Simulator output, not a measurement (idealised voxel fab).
Presented below is a process module, voxel air gaps.
Pictured: cross-section cut, 245 nm wide, on a grid of 5 nm square cells.
Each cross-section below is a grid of square cells, stated as bands in top-down order, with one or more rows of cells making up each band. Read a band's entry like this: the first values are the height of its top and the height of its bottom in nm, and what follows is the sequence of materials from left to right, each with its width in nm. Note that "air" is empty space, and that a single material marked "all across" reaches across the band from edge to edge. The level at which height equals 0 is the one under which the wafer, as it arrives, is entirely one material. No lower edge exists for the bottom band, which continues downward and is notated as in "0 -> down". Note: "30..40" means the width goes from the first number (top row of the band) to the second number (bottom row) in equal steps per row of cells. Basically "nothing was modified" means that step didn't change any cell in the cross-section. Under "Enclosed internal cavities" you'll find the enclosed gaps, the ones with no way out to the top, that are 8 cells or bigger; each reads width x height at distance, with distance counted from the left edge, everything in nm. Note: text after step settings on the step line = simulator remark on that step. Among the settings permitted on a step's line is "overlay nm"; applied to a step with a mask, it specifies the extent to which the mask lay to the right of its planned position, whereas a negative figure signifies a position to the left.
### The following list gives the planned process steps
1: op RECEIVE | material Si
2: op CONFORMAL_DEP | material SiO2 | thk nm 15
3: op CONFORMAL_DEP | material SiCN | thk nm 5
4: op DIRECTIONAL_DEP | material lowk | thk nm 35
5: op PATTERN | tone open | mask id LINES | material resist | width nm 25 | pitch nm 55 | thk nm 20 | overlay nm 0
6: op DIRECTIONAL_ETCH | etch materials lowk | depth nm 35
7: op STRIP | etch materials resist
8: op CONFORMAL_DEP | material TiN | thk nm 5
9: op FILL_DEP | material W | thk nm 5
10: op CMP | height nm 55
11: op EPI | material Ru | thk nm 10
12: op SELECTIVE_ETCH | etch materials lowk | depth nm 45
13: op CONFORMAL_DEP | material SiCN | thk nm 5
### Shown in cross-section is the wafer as received, that is, as it stands after step 1
- 0 -> down | Si all across
- Enclosed internal cavities: none
### End state of the module in cross-section, given the above starting point and plan and one mistake in execution
- 70 -> 65 | air (30) / SiCN (165) / air (50)
- 65 -> 55 | air (30) / SiCN (5) / Ru (45) / SiCN (10) / Ru (45) / SiCN (10) / Ru (45) / SiCN (5) / air (50)
- 55 -> 50 | air (30) / SiCN (15) / TiN (5) / W (15) / TiN (5) / SiCN (30) / TiN (5) / W (15) / TiN (5) / SiCN (30) / TiN (5) / W (15) / TiN (5) / SiCN (15) / air (50)
- 50 -> 25 | air (40) / SiCN (5) / TiN (5) / W (15) / TiN (5) / SiCN (5) / air (20) / SiCN (5) / TiN (5) / W (15) / TiN (5) / SiCN (5) / air (20) / SiCN (5) / TiN (5) / W (15) / TiN (5) / SiCN (5) / air (60)
- 25 -> 20 | SiCN (45) / TiN (25) / SiCN (30) / TiN (25) / SiCN (30) / TiN (25) / SiCN (65)
- 20 -> 15 | SiCN all across
- 15 -> 0 | SiO2 all across
- 0 -> down | Si all across
- Enclosed internal cavities: 20 x 25 at 75; 20 x 25 at 130
In executing the process, a mistake was made relative to the plan: step 5 went in with a setting other than planned; the actual run was op PATTERN | tone open | mask id LINES | material resist | width nm 25 | pitch nm 55 | thk nm 20 | overlay nm -10
